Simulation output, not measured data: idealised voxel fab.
process module | voxel gate over fins
cross-section cut | 280 nm wide | cells 5 nm
A cross-section is a grid of square cells, given in bands from the top down. A band is one or more rows of cells.
Each band's line starts with the height of the band's top and of its bottom, in nm. Then come its materials from left to right, each with its width in nm. One material with "throughout" fills the band from edge to edge. "air" is empty space.
Height 0 is the level under which the wafer as received is all one material. The lowest band goes on downwards, as in "0 down".
A width such as "30 to 40" changes by the same amount from each row of cells to the next, from the band's top row to its bottom row.
"no change" after a step means that no cell of the cross-section changed.
closed voids: empty space of 8 cells or more with no open way to the top, each as width x height at its distance from the left edge, in nm
after a step's settings: what the simulator itself notes on the step
overlay nm, on a step with a mask: how far to the right of its planned place the mask lay; to the left if negative
plan
1 op RECEIVE | material Si
2 op CONFORMAL_DEP | material SiN | thk nm 10
3 op DIRECTIONAL_DEP | material aC | thk nm 10
4 op PATTERN | tone cover | mask id FINS | material resist | width nm 15 | pitch nm 60 | thk nm 25 | overlay nm 0
5 op DIRECTIONAL_ETCH | etch materials aC | depth nm 10
6 op STRIP | etch materials resist
7 op DIRECTIONAL_ETCH | etch materials SiN | depth nm 10
8 op DIRECTIONAL_ETCH | etch materials Si | depth nm 30
9 op STRIP | etch materials aC
10 op OXIDIZE | depth nm 5
11 op FILL_DEP | material SiO2 | thk nm 5
12 op CMP | height nm 10
13 op PATTERN | tone open | mask id RAIL | material resist | width nm 15 | thk nm 20 | overlay nm 0
14 op DIRECTIONAL_ETCH | etch materials SiO2 | depth nm 35
15 op STRIP | etch materials resist
16 op CONFORMAL_DEP | material TiN | thk nm 5
17 op FILL_DEP | material W | thk nm 10
18 op CMP | height nm 10
19 op SELECTIVE_ETCH | etch materials W Ru TiN | depth nm 30
20 op FILL_DEP | material SiO2 | thk nm 5
21 op CMP | height nm 10
22 op SELECTIVE_ETCH | etch materials SiO2 | depth nm 25
23 op STRIP | etch materials SiN
24 op CONFORMAL_DEP | material HfO2 | thk nm 5
25 op CONFORMAL_DEP | material TiN | thk nm 5
26 op FILL_DEP | material W | thk nm 15
27 op CMP | height nm 20
28 op CONFORMAL_DEP | material SiCN | thk nm 10
as received, after step 1
  0 down: Si throughout
  closed voids: none
first wafer at the end, as planned
  30 to 20: SiCN throughout
  20 to 10: W throughout
  10 to 5: W 65 | TiN 25 | W 35 | TiN 25 | W 35 | TiN 25 | W 70
  5 to 0: W 65 | TiN 5 | HfO2 15 | TiN 5 | W 35 | TiN 5 | HfO2 15 | TiN 5 | W 35 | TiN 5 | HfO2 15 | TiN 5 | W 70
  0 to -5: W 65 | TiN 5 | HfO2 5 | Si 5 | HfO2 5 | TiN 5 | W 35 | TiN 5 | HfO2 5 | Si 5 | HfO2 5 | TiN 5 | W 35 | TiN 5 | HfO2 5 | Si 5 | HfO2 5 | TiN 5 | W 70
  -5 to -10: TiN 70 | HfO2 5 | Si 5 | HfO2 5 | TiN 45 | HfO2 5 | Si 5 | HfO2 5 | TiN 45 | HfO2 5 | Si 5 | HfO2 5 | TiN 75
  -10 to -15: HfO2 75 | Si 5 | HfO2 55 | Si 5 | HfO2 55 | Si 5 | HfO2 80
  -15 to -20: SiO2 75 | Si 5 | SiO2 55 | Si 5 | SiO2 55 | Si 5 | SiO2 80
  -20 to -25: SiO2 75 | Si 5 | SiO2 20 | TiN 15 | SiO2 20 | Si 5 | SiO2 55 | Si 5 | SiO2 80
  -25 to -35: SiO2 75 | Si 5 | SiO2 55 | Si 5 | SiO2 55 | Si 5 | SiO2 80
  -35 down: Si throughout
  closed voids: none
second wafer at the end: like start, like plan, one mistake
  30 to 20: SiCN throughout
  20 to 10: W throughout
  10 to 5: W 65 | TiN 25 | W 35 | TiN 25 | W 35 | TiN 25 | W 70
  5 to 0: W 65 | TiN 5 | HfO2 15 | TiN 5 | W 35 | TiN 5 | HfO2 15 | TiN 5 | W 35 | TiN 5 | HfO2 15 | TiN 5 | W 70
  0 to -5: W 65 | TiN 5 | HfO2 5 | Si 5 | HfO2 5 | TiN 5 | W 35 | TiN 5 | HfO2 5 | Si 5 | HfO2 5 | TiN 5 | W 35 | TiN 5 | HfO2 5 | Si 5 | HfO2 5 | TiN 5 | W 70
  -5 to -10: TiN 70 | HfO2 5 | Si 5 | HfO2 5 | TiN 45 | HfO2 5 | Si 5 | HfO2 5 | TiN 45 | HfO2 5 | Si 5 | HfO2 5 | TiN 75
  -10 to -15: HfO2 75 | Si 5 | HfO2 55 | Si 5 | HfO2 55 | Si 5 | HfO2 80
  -15 to -20: SiO2 75 | Si 5 | SiO2 55 | Si 5 | SiO2 55 | Si 5 | SiO2 80
  -20 to -25: SiO2 75 | Si 5 | SiO2 20 | TiN 15 | SiO2 20 | Si 5 | SiO2 55 | Si 5 | SiO2 80
  -25 to -65: SiO2 75 | Si 5 | SiO2 55 | Si 5 | SiO2 55 | Si 5 | SiO2 80
  -65 down: Si throughout
  closed voids: none
what went wrong: step 8 was run twice
at the end the second wafer has, in cells: 318 fewer of Si | 318 more of SiO2
